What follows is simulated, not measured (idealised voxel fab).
A process module follows: voxel spacer lines.
In the cross-section labelled cut, the width is 210 nm and each square cell is 5 nm.
If you're reading a cross-section in this doc, picture square cells in a grid; it comes to you as bands, top ones listed first down to the bottom, and a band can be one or more rows of cells. Heights first: top, then bottom, in nm. Then materials, left to right, each with a width in nm. "full width" on a single material: fills the band edge to edge. "empty": empty space. Measure heights from 0. That's the level where, below it, the as-received wafer is all one material. The lowest band is bottomless and extends downward; write it as in "z 0 and below". So if you see something like "30..40" for the width, read it as the top row of the band sitting at the first number and the bottom row at the second, with every row in between moving by the same amount as the last. Where a step carries "no change occurred", the cross-section came out of it unchanged, cell for cell. What "Cavities, sealed" gives you is every empty space of 8 cells or more that is cut off from the top. Each appears as width x height at distance, with the distance taken from the left edge and width, height and distance all in nm. Text after the settings on a step's line: the simulator's own remark on that step. A step's line can hold "overlay nm"; with a mask on that step, the setting says how far right of the planned place the mask lay, while a negative setting says it lay to the left.
THIS SECTION LISTS THE PROCESS STEPS THAT WERE PLANNED
1 RECEIVE (material Si)
2 CONFORMAL_DEP (material Al2O3; thk nm 10)
3 DIRECTIONAL_DEP (material W; thk nm 10)
4 DIRECTIONAL_DEP (material aC; thk nm 20)
5 PATTERN (tone cover; mask id MANDREL; material resist; width nm 15; pitch nm 50; thk nm 25; overlay nm 0)
6 DIRECTIONAL_ETCH (etch materials aC; depth nm 20)
7 STRIP (etch materials resist)
8 CONFORMAL_DEP (material SiO2; thk nm 10)
9 DIRECTIONAL_ETCH (etch materials SiO2; depth nm 10)
10 STRIP (etch materials aC)
11 DIRECTIONAL_ETCH (etch materials W; depth nm 10)
12 STRIP (etch materials SiO2)
SO THIS IS THE INCOMING WAFER IN CROSS-SECTION - IT'S ALREADY BEEN THROUGH STEP 1
* z 0 and below | Si full width
* Cavities, sealed: none
CROSS-SECTIONAL VIEW OF THE FIRST OF THE TWO WAFERS UPON COMPLETION OF THE MODULE, PROCESSED IN ACCORDANCE WITH THE PLAN
* z 20 to 10 | empty 60 | W 10 | empty 15 | W 10 | empty 15 | W 10 | empty 15 | W 10 | empty 65
* z 10 to 0 | Al2O3 full width
* z 0 and below | Si full width
* Cavities, sealed: none
SECOND WAFER THROUGH THE MODULE, SECTIONED AT THE END: SAME BEGINNING AND SAME PLAN AS THE FIRST WAFER, WITH ONE MISTAKE IN CARRYING IT OUT
* z 10 to 0 | empty 60 | W 10 | empty 15 | W 10 | empty 15 | W 10 | empty 15 | W 10 | empty 65
* z 0 and below | Si full width
* Cavities, sealed: none
Finding, execution versus plan: step 2 was dropped from the plan's execution and never run
Upon completion, the second wafer contains, in terms of cells, a greater or smaller amount of certain materials than the first wafer: -84 Al2O3
